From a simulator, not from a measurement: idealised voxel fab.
process module | voxel air gaps
cross-section cut | 280 nm wide | cells 5 nm
A cross-section is a grid of square cells, given in bands from the top down. A band is one or more rows of cells.
Each band's line starts with the height of the band's top and of its bottom, in nm. Then come its materials from left to right, each with its width in nm. One material with "throughout" fills the band from edge to edge. "air" is empty space.
Height 0 is the level under which the wafer as received is all one material. The lowest band goes on downwards, as in "0 down".
A width such as "30 to 40" changes by the same amount from each row of cells to the next, from the band's top row to its bottom row.
"no change" after a step means that no cell of the cross-section changed.
closed voids: empty space of 8 cells or more with no open way to the top, each as width x height at its distance from the left edge, in nm
after a step's settings: what the simulator itself notes on the step
overlay nm, on a step with a mask: how far to the right of its planned place the mask lay; to the left if negative
plan
1 op RECEIVE | material Si
2 op CONFORMAL_DEP | material SiO2 | thk nm 15
3 op CONFORMAL_DEP | material SiCN | thk nm 5
4 op DIRECTIONAL_DEP | material lowk | thk nm 30
5 op DIRECTIONAL_DEP | material aC | thk nm 15
6 op PATTERN | tone open | mask id LINES | material resist | width nm 20 | pitch nm 50 | thk nm 30 | overlay nm 0
7 op DIRECTIONAL_ETCH | etch materials aC | depth nm 15
8 op STRIP | etch materials resist
9 op DIRECTIONAL_ETCH | etch materials lowk | depth nm 30
10 op STRIP | etch materials aC
11 op CONFORMAL_DEP | material TiN | thk nm 5
12 op FILL_DEP | material Cu | thk nm 5
13 op CMP | height nm 50
14 op EPI | material Ru | thk nm 10
15 op SELECTIVE_ETCH | etch materials lowk | depth nm 40
16 op CONFORMAL_DEP | material SiCN | thk nm 5
as received, after step 1
  0 down: Si throughout
  closed voids: none
first wafer at the end, as planned
  65 to 60: air 40 | SiCN 200 | air 40
  60 to 50: air 40 | SiCN 5 | Ru 40 | SiCN 10 | Ru 40 | SiCN 10 | Ru 40 | SiCN 10 | Ru 40 | SiCN 5 | air 40
  50 to 45: air 40 | SiCN 15 | TiN 5 | Cu 10 | TiN 5 | SiCN 30 | TiN 5 | Cu 10 | TiN 5 | SiCN 30 | TiN 5 | Cu 10 | TiN 5 | SiCN 30 | TiN 5 | Cu 10 | TiN 5 | SiCN 15 | air 40
  45 to 25: air 50 | SiCN 5 | TiN 5 | Cu 10 | TiN 5 | SiCN 5 | air 20 | SiCN 5 | TiN 5 | Cu 10 | TiN 5 | SiCN 5 | air 20 | SiCN 5 | TiN 5 | Cu 10 | TiN 5 | SiCN 5 | air 20 | SiCN 5 | TiN 5 | Cu 10 | TiN 5 | SiCN 5 | air 50
  25 to 20: SiCN 55 | TiN 20 | SiCN 30 | TiN 20 | SiCN 30 | TiN 20 | SiCN 30 | TiN 20 | SiCN 55
  20 to 15: SiCN throughout
  15 to 0: SiO2 throughout
  0 down: Si throughout
  closed voids: 20 x 20 at 80; 20 x 20 at 130; 20 x 20 at 180
second wafer at the end: like start, like plan, one mistake
  65 to 60: air 40 | SiCN 200 | air 40
  60 to 50: air 40 | SiCN 5 | Ru 40 | SiCN 10 | Ru 40 | SiCN 10 | Ru 40 | SiCN 10 | Ru 40 | SiCN 5 | air 40
  50 to 45: air 40 | SiCN 15 | TiN 5 | Cu 10 | TiN 5 | SiCN 30 | TiN 5 | Cu 10 | TiN 5 | SiCN 30 | TiN 5 | Cu 10 | TiN 5 | SiCN 30 | TiN 5 | Cu 10 | TiN 5 | SiCN 15 | air 40
  45 to 25: air 50 | SiCN 5 | TiN 5 | Cu 10 | TiN 5 | SiCN 5 | air 20 | SiCN 5 | TiN 5 | Cu 10 | TiN 5 | SiCN 5 | air 20 | SiCN 5 | TiN 5 | Cu 10 | TiN 5 | SiCN 5 | air 20 | SiCN 5 | TiN 5 | Cu 10 | TiN 5 | SiCN 5 | air 50
  25 to 20: SiCN 55 | TiN 20 | SiCN 30 | TiN 20 | SiCN 30 | TiN 20 | SiCN 30 | TiN 20 | SiCN 55
  20 to 15: SiCN throughout
  15 to 0: aC throughout
  0 down: Si throughout
  closed voids: 20 x 20 at 80; 20 x 20 at 130; 20 x 20 at 180
what went wrong: step 2 ran as: op CONFORMAL_DEP | material aC | thk nm 15
at the end the second wafer has, in cells: 168 fewer of SiO2 | 168 more of aC
